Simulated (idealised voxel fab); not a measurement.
This section sets out a process module, namely voxel transistor to metal.
Square cells of 5 nm make up the cross-section cut, whose width is 175 nm.
A cross-section is written here as square cells arranged in a grid, and it is given in bands from the top down, each band taking up one or more rows of cells.
Band: top height; bottom height; in nm. Then, left to right: material with width in nm, for each material. "edge to edge": a single material spanning edge to edge. "blank": empty space.
A quick word on heights: they are counted from 0, and under that level the wafer as it came to us is one material throughout. The lowest band is different from the rest in having no bottom; it simply continues downward, written as in "top 0, no bottom".
Quick explanation for "30..40": the width changes in equal steps down the rows of cells, from the first number in the band's top row to the second number in its bottom row.
"no alteration" after a step means that no cell of the cross-section changed.
In "Enclosed internal cavities" the enclosed voids are listed, meaning empty spaces of 8 cells or larger without any opening to the top. The form is width x height at distance, distance from the left edge, units nm.
On a step's line, text after the settings is the simulator commenting on that step.
Among the settings permitted on a step's line is "overlay nm"; applied to a step with a mask, it specifies the extent to which the mask lay to the right of its planned position, whereas a negative figure signifies a position to the left.
From here on the document is pairs. In a pair, the cross-section before one process step comes with the cross-section after it, and the latter goes no deeper than the lowest band that changed. What lies in between, the step and its settings, is written under the pair. A pair may be from a different run of this module on the same starting wafer than the pair above it, so it continues from that pair only where its entry headed "Pre-step" says so.

Pre-step:
top 0, no bottom: Si edge to edge
Enclosed internal cavities: none

Structure After Step:
top 0, bottom -5: SiO2 edge to edge
Unchanged below -5.
Enclosed internal cavities: none
To go from the before cross-section above to the after cross-section, apply OXIDIZE with depth nm 5

Pre-step: the after view from the pair directly above serves as the before view here.

Structure After Step:
top 10, bottom 0: SiN edge to edge
Unchanged below 0.
Enclosed internal cavities: none
To go from the before cross-section above to the after cross-section, apply CONFORMAL_DEP with material SiN, thk nm 10

Pre-step: the after view from the pair directly above serves as the before view here.

Structure After Step:
top 20, bottom 10: aC edge to edge
Unchanged below 10.
Enclosed internal cavities: none
To go from the before cross-section above to the after cross-section, apply DIRECTIONAL_DEP with material aC, thk nm 10

Pre-step: the after view from the pair directly above serves as the before view here.

Structure After Step:
top 50, bottom 20: blank (35)  resist (105)  blank (35)
Unchanged below 20.
Enclosed internal cavities: none
To go from the before cross-section above to the after cross-section, apply PATTERN with tone cover, mask id ACTIVE, material resist, width nm 105, thk nm 30, overlay nm 0

Pre-step: the after view from the pair directly above serves as the before view here.

Structure After Step:
top 40, bottom 20: blank (35)  resist (105)  blank (35)
top 20, bottom 10: blank (35)  aC (105)  blank (35)
Unchanged below 10.
Enclosed internal cavities: none
To go from the before cross-section above to the after cross-section, apply DIRECTIONAL_ETCH with etch materials aC, depth nm 10

Pre-step: the after view from the pair directly above serves as the before view here.

Structure After Step:
top 20, bottom 10: blank (35)  aC (105)  blank (35)
Unchanged below 10.
Enclosed internal cavities: none
To go from the before cross-section above to the after cross-section, apply STRIP with etch materials resist

Pre-step: the after view from the pair directly above serves as the before view here.

Structure After Step:
top 20, bottom 10: blank (35)  aC (105)  blank (35)
top 10, bottom 0: blank (35)  SiN (105)  blank (35)
Unchanged below 0.
Enclosed internal cavities: none
To go from the before cross-section above to the after cross-section, apply DIRECTIONAL_ETCH with etch materials SiN, depth nm 10

Pre-step: the after view from the pair directly above serves as the before view here.

Structure After Step:
top 20, bottom 10: blank (35)  aC (105)  blank (35)
top 10, bottom 0: blank (35)  SiN (105)  blank (35)
top 0, bottom -5: blank (35)  SiO2 (105)  blank (35)
Unchanged below -5.
Enclosed internal cavities: none
To go from the before cross-section above to the after cross-section, apply DIRECTIONAL_ETCH with etch materials SiO2, depth nm 5

Pre-step: the after view from the pair directly above serves as the before view here.

Structure After Step:
top 20, bottom 10: blank (35)  aC (105)  blank (35)
top 10, bottom 0: blank (35)  SiN (105)  blank (35)
top 0, bottom -5: blank (35)  SiO2 (105)  blank (35)
top -5, bottom -30: blank (35)  Si (105)  blank (35)
Unchanged below -30.
Enclosed internal cavities: none
To go from the before cross-section above to the after cross-section, apply DIRECTIONAL_ETCH with etch materials Si, depth nm 25

Pre-step: the after view from the pair directly above serves as the before view here.

Structure After Step:
top 10, bottom 0: blank (35)  SiN (105)  blank (35)
Unchanged below 0.
Enclosed internal cavities: none
To go from the before cross-section above to the after cross-section, apply STRIP with etch materials aC

Pre-step: the after view from the pair directly above serves as the before view here.

Structure After Step:
top 25, bottom 10: SiO2 edge to edge
top 10, bottom 0: SiO2 (35)  SiN (105)  SiO2 (35)
top 0, bottom -5: SiO2 edge to edge
top -5, bottom -30: SiO2 (35)  Si (105)  SiO2 (35)
Unchanged below -30.
Enclosed internal cavities: none
To go from the before cross-section above to the after cross-section, apply FILL_DEP with material SiO2, thk nm 15

Pre-step: the after view from the pair directly above serves as the before view here.

Structure After Step:
top 10, bottom 0: SiO2 (35)  SiN (105)  SiO2 (35)
Unchanged below 0.
Enclosed internal cavities: none
To go from the before cross-section above to the after cross-section, apply CMP with height nm 10

Pre-step: the after view from the pair directly above serves as the before view here.

Structure After Step:
top 10, bottom 5: blank (35)  SiN (105)  blank (35)
Unchanged below 5.
Enclosed internal cavities: none
To go from the before cross-section above to the after cross-section, apply SELECTIVE_ETCH with etch materials SiO2, depth nm 5

Pre-step: the after view from the pair directly above serves as the before view here.

Structure After Step:
top 5, bottom 0: SiO2 (35)  blank (105)  SiO2 (35)
Unchanged below 0.
Enclosed internal cavities: none
To go from the before cross-section above to the after cross-section, apply STRIP with etch materials SiN

Pre-step: the after view from the pair directly above serves as the before view here.

Structure After Step:
top 0, bottom -5: SiO2 (30)  blank (115)  SiO2 (30)
Unchanged below -5.
Enclosed internal cavities: none
To go from the before cross-section above to the after cross-section, apply SELECTIVE_ETCH with etch materials SiO2, depth nm 5

Pre-step: the after view from the pair directly above serves as the before view here.

Structure After Step:
top 0, bottom -5: SiO2 (30)  blank (115)  SiO2 (30)
top -5, bottom -10: SiO2 edge to edge
Unchanged below -10.
Enclosed internal cavities: none
To go from the before cross-section above to the after cross-section, apply OXIDIZE with depth nm 5

Pre-step: the after view from the pair directly above serves as the before view here.

Structure After Step:
top 30, bottom 25: polySi (30)  blank (115)  polySi (30)
top 25, bottom 0: polySi edge to edge
top 0, bottom -5: SiO2 (30)  polySi (115)  SiO2 (30)
Unchanged below -5.
Enclosed internal cavities: none
To go from the before cross-section above to the after cross-section, apply DIRECTIONAL_DEP with material polySi, thk nm 30

Pre-step: the after view from the pair directly above serves as the before view here.

Structure After Step:
top 45, bottom 40: SiCN (30)  blank (115)  SiCN (30)
top 40, bottom 30: SiCN edge to edge
top 30, bottom 25: polySi (30)  SiCN (115)  polySi (30)
Unchanged below 25.
Enclosed internal cavities: none
To go from the before cross-section above to the after cross-section, apply DIRECTIONAL_DEP with material SiCN, thk nm 15

Pre-step: the after view from the pair directly above serves as the before view here.

Structure After Step:
top 65, bottom 45: blank (80)  resist (15)  blank (80)
top 45, bottom 40: SiCN (30)  blank (50)  resist (15)  blank (50)  SiCN (30)
Unchanged below 40.
Enclosed internal cavities: none
To go from the before cross-section above to the after cross-section, apply PATTERN with tone cover, mask id GATE, material resist, width nm 15, thk nm 20, overlay nm 0

Pre-step: the after view from the pair directly above serves as the before view here.

Structure After Step:
top 65, bottom 40: blank (80)  resist (15)  blank (80)
top 40, bottom 30: blank (80)  SiCN (15)  blank (80)
top 30, bottom 25: polySi (30)  blank (50)  SiCN (15)  blank (50)  polySi (30)
Unchanged below 25.
Enclosed internal cavities: none
To go from the before cross-section above to the after cross-section, apply DIRECTIONAL_ETCH with etch materials SiCN, depth nm 25

Pre-step: the after view from the pair directly above serves as the before view here.

Structure After Step:
top 65, bottom 40: blank (80)  resist (15)  blank (80)
top 40, bottom 25: blank (80)  SiCN (15)  blank (80)
top 25, bottom 0: blank (80)  polySi (15)  blank (80)
top 0, bottom -5: SiO2 (30)  blank (50)  polySi (15)  blank (50)  SiO2 (30)
Unchanged below -5.
Enclosed internal cavities: none
To go from the before cross-section above to the after cross-section, apply DIRECTIONAL_ETCH with etch materials polySi, depth nm 40

Pre-step: the after view from the pair directly above serves as the before view here.

Structure After Step:
top 40, bottom 25: blank (80)  SiCN (15)  blank (80)
Unchanged below 25.
Enclosed internal cavities: none
To go from the before cross-section above to the after cross-section, apply STRIP with etch materials resist

Pre-step: the after view from the pair directly above serves as the before view here.

Structure After Step:
top 45, bottom 40: blank (75)  SiO2 (25)  blank (75)
top 40, bottom 25: blank (75)  SiO2 (5)  SiCN (15)  SiO2 (5)  blank (75)
top 25, bottom 5: blank (75)  SiO2 (5)  polySi (15)  SiO2 (5)  blank (75)
top 5, bottom 0: SiO2 (35)  blank (40)  SiO2 (5)  polySi (15)  SiO2 (5)  blank (40)  SiO2 (35)
top 0, bottom -5: SiO2 (80)  polySi (15)  SiO2 (80)
Unchanged below -5.
Enclosed internal cavities: none
To go from the before cross-section above to the after cross-section, apply CONFORMAL_DEP with material SiO2, thk nm 5

Pre-step: the after view from the pair directly above serves as the before view here.

Structure After Step:
top 40, bottom 25: blank (75)  SiO2 (5)  SiCN (15)  SiO2 (5)  blank (75)
top 25, bottom 0: blank (75)  SiO2 (5)  polySi (15)  SiO2 (5)  blank (75)
top 0, bottom -5: SiO2 (35)  blank (40)  SiO2 (5)  polySi (15)  SiO2 (5)  blank (40)  SiO2 (35)
Unchanged below -5.
Enclosed internal cavities: none
To go from the before cross-section above to the after cross-section, apply DIRECTIONAL_ETCH with etch materials SiO2, depth nm 5

Pre-step: the after view from the pair directly above serves as the before view here.

Structure After Step:
top 50, bottom 40: blank (65)  SiN (45)  blank (65)
top 40, bottom 25: blank (65)  SiN (10)  SiO2 (5)  SiCN (15)  SiO2 (5)  SiN (10)  blank (65)
top 25, bottom 10: blank (65)  SiN (10)  SiO2 (5)  polySi (15)  SiO2 (5)  SiN (10)  blank (65)
top 10, bottom 5: SiN (45)  blank (20)  SiN (10)  SiO2 (5)  polySi (15)  SiO2 (5)  SiN (10)  blank (20)  SiN (45)
top 5, bottom 0: SiN (75)  SiO2 (5)  polySi (15)  SiO2 (5)  SiN (75)
top 0, bottom -5: SiO2 (35)  SiN (40)  SiO2 (5)  polySi (15)  SiO2 (5)  SiN (40)  SiO2 (35)
Unchanged below -5.
Enclosed internal cavities: none
To go from the before cross-section above to the after cross-section, apply CONFORMAL_DEP with material SiN, thk nm 10

Pre-step: the after view from the pair directly above serves as the before view here.

Structure After Step:
top 40, bottom 25: blank (65)  SiN (10)  SiO2 (5)  SiCN (15)  SiO2 (5)  SiN (10)  blank (65)
top 25, bottom 0: blank (65)  SiN (10)  SiO2 (5)  polySi (15)  SiO2 (5)  SiN (10)  blank (65)
top 0, bottom -5: SiO2 (35)  SiN (10)  blank (20)  SiN (10)  SiO2 (5)  polySi (15)  SiO2 (5)  SiN (10)  blank (20)  SiN (10)  SiO2 (35)
Unchanged below -5.
Enclosed internal cavities: none
To go from the before cross-section above to the after cross-section, apply DIRECTIONAL_ETCH with etch materials SiN, depth nm 10

Pre-step: the after view from the pair directly above serves as the before view here.

Structure After Step:
top 40, bottom 35: blank (65)  SiN (10)  blank (5)  SiCN (15)  blank (5)  SiN (10)  blank (65)
top 35, bottom 25: blank (65)  SiN (10)  SiO2 (5)  SiCN (15)  SiO2 (5)  SiN (10)  blank (65)
top 25, bottom 0: blank (65)  SiN (10)  SiO2 (5)  polySi (15)  SiO2 (5)  SiN (10)  blank (65)
top 0, bottom -5: blank (35)  SiN (10)  blank (20)  SiN (10)  SiO2 (5)  polySi (15)  SiO2 (5)  SiN (10)  blank (20)  SiN (10)  blank (35)
top -5, bottom -10: SiO2 (45)  blank (20)  SiO2 (45)  blank (20)  SiO2 (45)
Unchanged below -10.
Enclosed internal cavities: none
To go from the before cross-section above to the after cross-section, apply DIRECTIONAL_ETCH with etch materials SiO2, depth nm 5

Pre-step: the after view from the pair directly above serves as the before view here.

Structure After Step:
top 40, bottom 35: blank (65)  SiN (10)  blank (5)  SiCN (15)  blank (5)  SiN (10)  blank (65)
top 35, bottom 25: blank (65)  SiN (10)  SiO2 (5)  SiCN (15)  SiO2 (5)  SiN (10)  blank (65)
top 25, bottom 0: blank (65)  SiN (10)  SiO2 (5)  polySi (15)  SiO2 (5)  SiN (10)  blank (65)
top 0, bottom -5: blank (35)  SiN (10)  blank (20)  SiN (10)  SiO2 (5)  polySi (15)  SiO2 (5)  SiN (10)  blank (20)  SiN (10)  blank (35)
top -5, bottom -10: SiO2 (45)  blank (20)  SiO2 (45)  blank (20)  SiO2 (45)
top -10, bottom -25: SiO2 (35)  Si (10)  blank (20)  Si (45)  blank (20)  Si (10)  SiO2 (35)
Unchanged below -25.
Enclosed internal cavities: none
To go from the before cross-section above to the after cross-section, apply DIRECTIONAL_ETCH with etch materials Si, depth nm 15

Pre-step: the after view from the pair directly above serves as the before view here.

Structure After Step:
top 40, bottom 35: blank (65)  SiN (10)  blank (5)  SiCN (15)  blank (5)  SiN (10)  blank (65)
top 35, bottom 25: blank (65)  SiN (10)  SiO2 (5)  SiCN (15)  SiO2 (5)  SiN (10)  blank (65)
top 25, bottom 10: blank (65)  SiN (10)  SiO2 (5)  polySi (15)  SiO2 (5)  SiN (10)  blank (65)
top 10, bottom 0: blank (35)  pSi (30)  SiN (10)  SiO2 (5)  polySi (15)  SiO2 (5)  SiN (10)  pSi (30)  blank (35)
top 0, bottom -5: blank (35)  SiN (10)  pSi (20)  SiN (10)  SiO2 (5)  polySi (15)  SiO2 (5)  SiN (10)  pSi (20)  SiN (10)  blank (35)
top -5, bottom -10: SiO2 (45)  pSi (20)  SiO2 (45)  pSi (20)  SiO2 (45)
top -10, bottom -25: SiO2 (35)  Si (10)  pSi (20)  Si (45)  pSi (20)  Si (10)  SiO2 (35)
Unchanged below -25.
Enclosed internal cavities: none
To go from the before cross-section above to the after cross-section, apply EPI with material pSi, thk nm 20

Pre-step: the after view from the pair directly above serves as the before view here.

Structure After Step:
top 45, bottom 40: SiO2 edge to edge
top 40, bottom 25: SiO2 (65)  SiN (10)  SiO2 (5)  SiCN (15)  SiO2 (5)  SiN (10)  SiO2 (65)
top 25, bottom 10: SiO2 (65)  SiN (10)  SiO2 (5)  polySi (15)  SiO2 (5)  SiN (10)  SiO2 (65)
top 10, bottom 0: SiO2 (35)  pSi (30)  SiN (10)  SiO2 (5)  polySi (15)  SiO2 (5)  SiN (10)  pSi (30)  SiO2 (35)
top 0, bottom -5: SiO2 (35)  SiN (10)  pSi (20)  SiN (10)  SiO2 (5)  polySi (15)  SiO2 (5)  SiN (10)  pSi (20)  SiN (10)  SiO2 (35)
Unchanged below -5.
Enclosed internal cavities: none
To go from the before cross-section above to the after cross-section, apply FILL_DEP with material SiO2, thk nm 5

Pre-step: the after view from the pair directly above serves as the before view here.

Structure After Step:
top 40, bottom 25: SiO2 (65)  SiN (10)  SiO2 (5)  SiCN (15)  SiO2 (5)  SiN (10)  SiO2 (65)
Unchanged below 25.
Enclosed internal cavities: none
To go from the before cross-section above to the after cross-section, apply CMP with height nm 40

Pre-step: the after view from the pair directly above serves as the before view here.

Structure After Step:
top 55, bottom 40: SiO2 edge to edge
Unchanged below 40.
Enclosed internal cavities: none
To go from the before cross-section above to the after cross-section, apply DIRECTIONAL_DEP with material SiO2, thk nm 15

Pre-step: the after view from the pair directly above serves as the before view here.

Structure After Step:
top 75, bottom 55: resist (45)  blank (20)  resist (45)  blank (20)  resist (45)
Unchanged below 55.
Enclosed internal cavities: none
To go from the before cross-section above to the after cross-section, apply PATTERN with tone open, mask id CONTACT, material resist, width nm 20, pitch nm 65, thk nm 20, overlay nm 0

Pre-step: the after view from the pair directly above serves as the before view here.

Structure After Step:
top 75, bottom 55: resist (45)  blank (20)  resist (45)  blank (20)  resist (45)
top 55, bottom 40: SiO2 (45)  blank (20)  SiO2 (45)  blank (20)  SiO2 (45)
top 40, bottom 25: SiO2 (45)  blank (20)  SiN (10)  SiO2 (5)  SiCN (15)  SiO2 (5)  SiN (10)  blank (20)  SiO2 (45)
top 25, bottom 10: SiO2 (45)  blank (20)  SiN (10)  SiO2 (5)  polySi (15)  SiO2 (5)  SiN (10)  blank (20)  SiO2 (45)
Unchanged below 10.
Enclosed internal cavities: none
To go from the before cross-section above to the after cross-section, apply DIRECTIONAL_ETCH with etch materials SiO2, depth nm 45

Pre-step: the after view from the pair directly above serves as the before view here.

Structure After Step:
top 55, bottom 40: SiO2 (45)  blank (20)  SiO2 (45)  blank (20)  SiO2 (45)
Unchanged below 40.
Enclosed internal cavities: none
To go from the before cross-section above to the after cross-section, apply STRIP with etch materials resist

Pre-step: the after view from the pair directly above serves as the before view here.

Structure After Step:
top 60, bottom 55: TiN (50)  blank (10)  TiN (55)  blank (10)  TiN (50)
top 55, bottom 40: SiO2 (45)  TiN (5)  blank (10)  TiN (5)  SiO2 (45)  TiN (5)  blank (10)  TiN (5)  SiO2 (45)
top 40, bottom 25: SiO2 (45)  TiN (5)  blank (10)  TiN (5)  SiN (10)  SiO2 (5)  SiCN (15)  SiO2 (5)  SiN (10)  TiN (5)  blank (10)  TiN (5)  SiO2 (45)
top 25, bottom 15: SiO2 (45)  TiN (5)  blank (10)  TiN (5)  SiN (10)  SiO2 (5)  polySi (15)  SiO2 (5)  SiN (10)  TiN (5)  blank (10)  TiN (5)  SiO2 (45)
top 15, bottom 10: SiO2 (45)  TiN (20)  SiN (10)  SiO2 (5)  polySi (15)  SiO2 (5)  SiN (10)  TiN (20)  SiO2 (45)
Unchanged below 10.
Enclosed internal cavities: none
To go from the before cross-section above to the after cross-section, apply CONFORMAL_DEP with material TiN, thk nm 5

Pre-step: the after view from the pair directly above serves as the before view here.

Structure After Step:
top 65, bottom 60: Ru edge to edge
top 60, bottom 55: TiN (50)  Ru (10)  TiN (55)  Ru (10)  TiN (50)
top 55, bottom 40: SiO2 (45)  TiN (5)  Ru (10)  TiN (5)  SiO2 (45)  TiN (5)  Ru (10)  TiN (5)  SiO2 (45)
top 40, bottom 25: SiO2 (45)  TiN (5)  Ru (10)  TiN (5)  SiN (10)  SiO2 (5)  SiCN (15)  SiO2 (5)  SiN (10)  TiN (5)  Ru (10)  TiN (5)  SiO2 (45)
top 25, bottom 15: SiO2 (45)  TiN (5)  Ru (10)  TiN (5)  SiN (10)  SiO2 (5)  polySi (15)  SiO2 (5)  SiN (10)  TiN (5)  Ru (10)  TiN (5)  SiO2 (45)
Unchanged below 15.
Enclosed internal cavities: none
To go from the before cross-section above to the after cross-section, apply FILL_DEP with material Ru, thk nm 5

Pre-step: the after view from the pair directly above serves as the before view here.

Structure After Step:
top 55, bottom 40: SiO2 (45)  TiN (5)  Ru (10)  TiN (5)  SiO2 (45)  TiN (5)  Ru (10)  TiN (5)  SiO2 (45)
Unchanged below 40.
Enclosed internal cavities: none
To go from the before cross-section above to the after cross-section, apply CMP with height nm 55

Pre-step: the after view from the pair directly above serves as the before view here.

Structure After Step:
top 60, bottom 55: TiN edge to edge
Unchanged below 55.
Enclosed internal cavities: none
To go from the before cross-section above to the after cross-section, apply DIRECTIONAL_DEP with material TiN, thk nm 5

Pre-step: the after view from the pair directly above serves as the before view here.

Structure After Step:
top 85, bottom 60: Ru edge to edge
Unchanged below 60.
Enclosed internal cavities: none
To go from the before cross-section above to the after cross-section, apply DIRECTIONAL_DEP with material Ru, thk nm 25

Pre-step: the after view from the pair directly above serves as the before view here.

Structure After Step:
top 105, bottom 85: blank (45)  resist (20)  blank (45)  resist (20)  blank (45)
Unchanged below 85.
Enclosed internal cavities: none
To go from the before cross-section above to the after cross-section, apply PATTERN with tone cover, mask id METAL_1, material resist, width nm 20, pitch nm 65, thk nm 20, overlay nm 0

Pre-step: the after view from the pair directly above serves as the before view here.

Structure After Step:
top 105, bottom 85: blank (45)  resist (20)  blank (45)  resist (20)  blank (45)
top 85, bottom 60: blank (45)  Ru (20)  blank (45)  Ru (20)  blank (45)
Unchanged below 60.
Enclosed internal cavities: none
To go from the before cross-section above to the after cross-section, apply DIRECTIONAL_ETCH with etch materials Ru, depth nm 25

Pre-step: the after view from the pair directly above serves as the before view here.

Structure After Step:
top 105, bottom 85: blank (45)  resist (20)  blank (45)  resist (20)  blank (45)
top 85, bottom 60: blank (45)  Ru (20)  blank (45)  Ru (20)  blank (45)
top 60, bottom 55: blank (45)  TiN (20)  blank (45)  TiN (20)  blank (45)
Unchanged below 55.
Enclosed internal cavities: none
To go from the before cross-section above to the after cross-section, apply DIRECTIONAL_ETCH with etch materials TiN, depth nm 5

Pre-step: the after view from the pair directly above serves as the before view here.

Structure After Step:
top 85, bottom 60: blank (45)  Ru (20)  blank (45)  Ru (20)  blank (45)
Unchanged below 60.
Enclosed internal cavities: none
To go from the before cross-section above to the after cross-section, apply STRIP with etch materials resist

Pre-step: the after view from the pair directly above serves as the before view here.

Structure After Step:
top 90, bottom 85: SiO2 edge to edge
top 85, bottom 60: SiO2 (45)  Ru (20)  SiO2 (45)  Ru (20)  SiO2 (45)
top 60, bottom 55: SiO2 (45)  TiN (20)  SiO2 (45)  TiN (20)  SiO2 (45)
Unchanged below 55.
Enclosed internal cavities: none
To go from the before cross-section above to the after cross-section, apply FILL_DEP with material SiO2, thk nm 5

Pre-step: the after view from the pair directly above serves as the before view here.

Structure After Step:
top 85, bottom 60: SiO2 (45)  Ru (20)  SiO2 (45)  Ru (20)  SiO2 (45)
Unchanged below 60.
Enclosed internal cavities: none
To go from the before cross-section above to the after cross-section, apply CMP with height nm 85

Pre-step: the after view from the pair directly above serves as the before view here.

Structure After Step:
top 90, bottom 85: SiN edge to edge
Unchanged below 85.
Enclosed internal cavities: none
To go from the before cross-section above to the after cross-section, apply CONFORMAL_DEP with material SiN, thk nm 5

Pre-step:
top 25, bottom 10: SiO2 edge to edge
top 10, bottom 0: SiO2 (35)  SiN (105)  SiO2 (35)
top 0, bottom -5: SiO2 edge to edge
top -5, bottom -30: SiO2 (35)  Si (105)  SiO2 (35)
top -30, no bottom: Si edge to edge
Enclosed internal cavities: none

Structure After Step:
top 20, bottom 10: SiO2 edge to edge
Unchanged below 10.
Enclosed internal cavities: none
To go from the before cross-section above to the after cross-section, apply SELECTIVE_ETCH with etch materials SiO2, depth nm 5

Pre-step: the after view from the pair directly above serves as the before view here.

Structure After Step:
top 15, bottom 10: SiO2 edge to edge
Unchanged below 10.
Enclosed internal cavities: none
To go from the before cross-section above to the after cross-section, apply SELECTIVE_ETCH with etch materials SiO2, depth nm 5

Pre-step: the after view from the pair directly above serves as the before view here.

Structure After Step:
top 45, bottom 15: polySi edge to edge
Unchanged below 15.
Enclosed internal cavities: none
To go from the before cross-section above to the after cross-section, apply DIRECTIONAL_DEP with material polySi, thk nm 30

Pre-step: the after view from the pair directly above serves as the before view here.

Structure After Step:
top 60, bottom 45: SiCN edge to edge
Unchanged below 45.
Enclosed internal cavities: none
To go from the before cross-section above to the after cross-section, apply DIRECTIONAL_DEP with material SiCN, thk nm 15

Pre-step: the after view from the pair directly above serves as the before view here.

Structure After Step:
top 80, bottom 60: blank (80)  resist (15)  blank (80)
Unchanged below 60.
Enclosed internal cavities: none
To go from the before cross-section above to the after cross-section, apply PATTERN with tone cover, mask id GATE, material resist, width nm 15, thk nm 20, overlay nm 0

Pre-step: the after view from the pair directly above serves as the before view here.

Structure After Step:
top 80, bottom 60: blank (80)  resist (15)  blank (80)
top 60, bottom 45: blank (80)  SiCN (15)  blank (80)
Unchanged below 45.
Enclosed internal cavities: none
To go from the before cross-section above to the after cross-section, apply DIRECTIONAL_ETCH with etch materials SiCN, depth nm 25

Pre-step: the after view from the pair directly above serves as the before view here.

Structure After Step:
top 80, bottom 60: blank (80)  resist (15)  blank (80)
top 60, bottom 45: blank (80)  SiCN (15)  blank (80)
top 45, bottom 15: blank (80)  polySi (15)  blank (80)
Unchanged below 15.
Enclosed internal cavities: none
To go from the before cross-section above to the after cross-section, apply DIRECTIONAL_ETCH with etch materials polySi, depth nm 40

Pre-step: the after view from the pair directly above serves as the before view here.

Structure After Step:
top 60, bottom 45: blank (80)  SiCN (15)  blank (80)
Unchanged below 45.
Enclosed internal cavities: none
To go from the before cross-section above to the after cross-section, apply STRIP with etch materials resist

Pre-step: the after view from the pair directly above serves as the before view here.

Structure After Step:
top 65, bottom 60: blank (75)  SiO2 (25)  blank (75)
top 60, bottom 45: blank (75)  SiO2 (5)  SiCN (15)  SiO2 (5)  blank (75)
top 45, bottom 20: blank (75)  SiO2 (5)  polySi (15)  SiO2 (5)  blank (75)
top 20, bottom 15: SiO2 (80)  polySi (15)  SiO2 (80)
Unchanged below 15.
Enclosed internal cavities: none
To go from the before cross-section above to the after cross-section, apply CONFORMAL_DEP with material SiO2, thk nm 5

Pre-step: the after view from the pair directly above serves as the before view here.

Structure After Step:
top 60, bottom 45: blank (75)  SiO2 (5)  SiCN (15)  SiO2 (5)  blank (75)
top 45, bottom 15: blank (75)  SiO2 (5)  polySi (15)  SiO2 (5)  blank (75)
Unchanged below 15.
Enclosed internal cavities: none
To go from the before cross-section above to the after cross-section, apply DIRECTIONAL_ETCH with etch materials SiO2, depth nm 5

Pre-step: the after view from the pair directly above serves as the before view here.

Structure After Step:
top 70, bottom 60: blank (65)  SiN (45)  blank (65)
top 60, bottom 45: blank (65)  SiN (10)  SiO2 (5)  SiCN (15)  SiO2 (5)  SiN (10)  blank (65)
top 45, bottom 25: blank (65)  SiN (10)  SiO2 (5)  polySi (15)  SiO2 (5)  SiN (10)  blank (65)
top 25, bottom 15: SiN (75)  SiO2 (5)  polySi (15)  SiO2 (5)  SiN (75)
Unchanged below 15.
Enclosed internal cavities: none
To go from the before cross-section above to the after cross-section, apply CONFORMAL_DEP with material SiN, thk nm 10

Pre-step: the after view from the pair directly above serves as the before view here.

Structure After Step:
top 60, bottom 45: blank (65)  SiN (10)  SiO2 (5)  SiCN (15)  SiO2 (5)  SiN (10)  blank (65)
top 45, bottom 15: blank (65)  SiN (10)  SiO2 (5)  polySi (15)  SiO2 (5)  SiN (10)  blank (65)
Unchanged below 15.
Enclosed internal cavities: none
To go from the before cross-section above to the after cross-section, apply DIRECTIONAL_ETCH with etch materials SiN, depth nm 10

Pre-step: the after view from the pair directly above serves as the before view here.

Structure After Step:
top 60, bottom 55: blank (65)  SiN (10)  blank (5)  SiCN (15)  blank (5)  SiN (10)  blank (65)
top 55, bottom 45: blank (65)  SiN (10)  SiO2 (5)  SiCN (15)  SiO2 (5)  SiN (10)  blank (65)
top 45, bottom 15: blank (65)  SiN (10)  SiO2 (5)  polySi (15)  SiO2 (5)  SiN (10)  blank (65)
top 15, bottom 10: blank (65)  SiO2 (45)  blank (65)
Unchanged below 10.
Enclosed internal cavities: none
To go from the before cross-section above to the after cross-section, apply DIRECTIONAL_ETCH with etch materials SiO2, depth nm 5

Pre-step: the after view from the pair directly above serves as the before view here.

Structure After Step:
top 65, bottom 60: SiO2 edge to edge
top 60, bottom 45: SiO2 (65)  SiN (10)  SiO2 (5)  SiCN (15)  SiO2 (5)  SiN (10)  SiO2 (65)
top 45, bottom 15: SiO2 (65)  SiN (10)  SiO2 (5)  polySi (15)  SiO2 (5)  SiN (10)  SiO2 (65)
top 15, bottom 10: SiO2 edge to edge
Unchanged below 10.
Enclosed internal cavities: none
To go from the before cross-section above to the after cross-section, apply FILL_DEP with material SiO2, thk nm 5

Pre-step: the after view from the pair directly above serves as the before view here.

Structure After Step:
top 40, bottom 15: SiO2 (65)  SiN (10)  SiO2 (5)  polySi (15)  SiO2 (5)  SiN (10)  SiO2 (65)
Unchanged below 15.
Enclosed internal cavities: none
To go from the before cross-section above to the after cross-section, apply CMP with height nm 40

Pre-step: the after view from the pair directly above serves as the before view here.

Structure After Step:
top 55, bottom 40: SiO2 edge to edge
Unchanged below 40.
Enclosed internal cavities: none
To go from the before cross-section above to the after cross-section, apply DIRECTIONAL_DEP with material SiO2, thk nm 15

Pre-step: the after view from the pair directly above serves as the before view here.

Structure After Step:
top 75, bottom 55: resist (45)  blank (20)  resist (45)  blank (20)  resist (45)
Unchanged below 55.
Enclosed internal cavities: none
To go from the before cross-section above to the after cross-section, apply PATTERN with tone open, mask id CONTACT, material resist, width nm 20, pitch nm 65, thk nm 20, overlay nm 0

Pre-step: the after view from the pair directly above serves as the before view here.

Structure After Step:
top 75, bottom 55: resist (45)  blank (20)  resist (45)  blank (20)  resist (45)
top 55, bottom 40: SiO2 (45)  blank (20)  SiO2 (45)  blank (20)  SiO2 (45)
top 40, bottom 15: SiO2 (45)  blank (20)  SiN (10)  SiO2 (5)  polySi (15)  SiO2 (5)  SiN (10)  blank (20)  SiO2 (45)
top 15, bottom 10: SiO2 (45)  blank (20)  SiO2 (45)  blank (20)  SiO2 (45)
Unchanged below 10.
Enclosed internal cavities: none
To go from the before cross-section above to the after cross-section, apply DIRECTIONAL_ETCH with etch materials SiO2, depth nm 45

Pre-step: the after view from the pair directly above serves as the before view here.

Structure After Step:
top 55, bottom 40: SiO2 (45)  blank (20)  SiO2 (45)  blank (20)  SiO2 (45)
Unchanged below 40.
Enclosed internal cavities: none
To go from the before cross-section above to the after cross-section, apply STRIP with etch materials resist

Pre-step: the after view from the pair directly above serves as the before view here.

Structure After Step:
top 60, bottom 55: TiN (50)  blank (10)  TiN (55)  blank (10)  TiN (50)
top 55, bottom 40: SiO2 (45)  TiN (5)  blank (10)  TiN (5)  SiO2 (45)  TiN (5)  blank (10)  TiN (5)  SiO2 (45)
top 40, bottom 15: SiO2 (45)  TiN (5)  blank (10)  TiN (5)  SiN (10)  SiO2 (5)  polySi (15)  SiO2 (5)  SiN (10)  TiN (5)  blank (10)  TiN (5)  SiO2 (45)
top 15, bottom 10: SiO2 (45)  TiN (20)  SiO2 (45)  TiN (20)  SiO2 (45)
Unchanged below 10.
Enclosed internal cavities: none
To go from the before cross-section above to the after cross-section, apply CONFORMAL_DEP with material TiN, thk nm 5
